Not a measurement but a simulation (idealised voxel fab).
Module name: voxel spacer lines (process module)
Square cell edge 5 nm, section width 240 nm, ID cut.
Each cross-section below is a grid of square cells, stated as bands in top-down order, with one or more rows of cells making up each band. Band: top height; bottom height; in nm. Then, left to right: material with width in nm, for each material. "everywhere": a single material spanning edge to edge. "air": empty space. Heights from 0 (as-received wafer is one material below). Bottom band endless downward, as "0 down". With a width like "30 to 40", each row of cells in the band differs from the next by the same amount, the top row carrying the first number and the bottom row the second. For the purposes of this document, the phrase "identical to before" attached to a step denotes that no cell within the cross-section was modified by that step. For the entry "Voids, sealed", the listed items are empty spaces with no open way to the top whose size is 8 cells or more; each item follows the pattern width x height at distance, where distance is from the left edge and all three are in nm. Heads up: the bit after the settings on a step's line is the simulator's remark on that step. "overlay nm" denotes, for a step that has a mask, the displacement of the mask to the right of its planned place, with negative values corresponding to the left.

**Here's what the planned process steps look like**
| 1 | RECEIVE,material Si |
| 2 | CONFORMAL_DEP,material Al2O3,thk nm 10 |
| 3 | DIRECTIONAL_DEP,material polySi,thk nm 15 |
| 4 | DIRECTIONAL_DEP,material aC,thk nm 25 |
| 5 | PATTERN,tone cover,mask id MANDREL,material resist,width nm 25,pitch nm 70,thk nm 30,overlay nm 0 |
| 6 | DIRECTIONAL_ETCH,etch materials aC,depth nm 25 |
| 7 | STRIP,etch materials resist |
| 8 | CONFORMAL_DEP,material SiN,thk nm 10 |
| 9 | DIRECTIONAL_ETCH,etch materials SiN,depth nm 10 |
| 10 | STRIP,etch materials aC |
| 11 | DIRECTIONAL_ETCH,etch materials polySi,depth nm 15 |
| 12 | STRIP,etch materials SiN |

**As received (post step 1): cross-section**
	0 down: Si everywhere
	Voids, sealed: none

**As-planned run: cross-section of the first of two wafers at end of module**
	25 to 10: air 60  polySi 10  air 25  polySi 10  air 25  polySi 10  air 25  polySi 10  air 65
	10 to 0: Al2O3 everywhere
	0 down: Si everywhere
	Voids, sealed: none

**Cross-sectional view of the second of two wafers upon completion of the module. This wafer shared its starting condition and process plan with the first; one error was made during its execution**
	25 to 15: Al2O3 everywhere
	15 to 0: polySi everywhere
	0 down: Si everywhere
	Voids, sealed: none
Which mistake was made when the wafer was run? step 3 occupied the plan position of step 2, and the converse holds as well
The closing comparison, in cells, has the second wafer with more or fewer of some materials than the first: 120 more of polySi
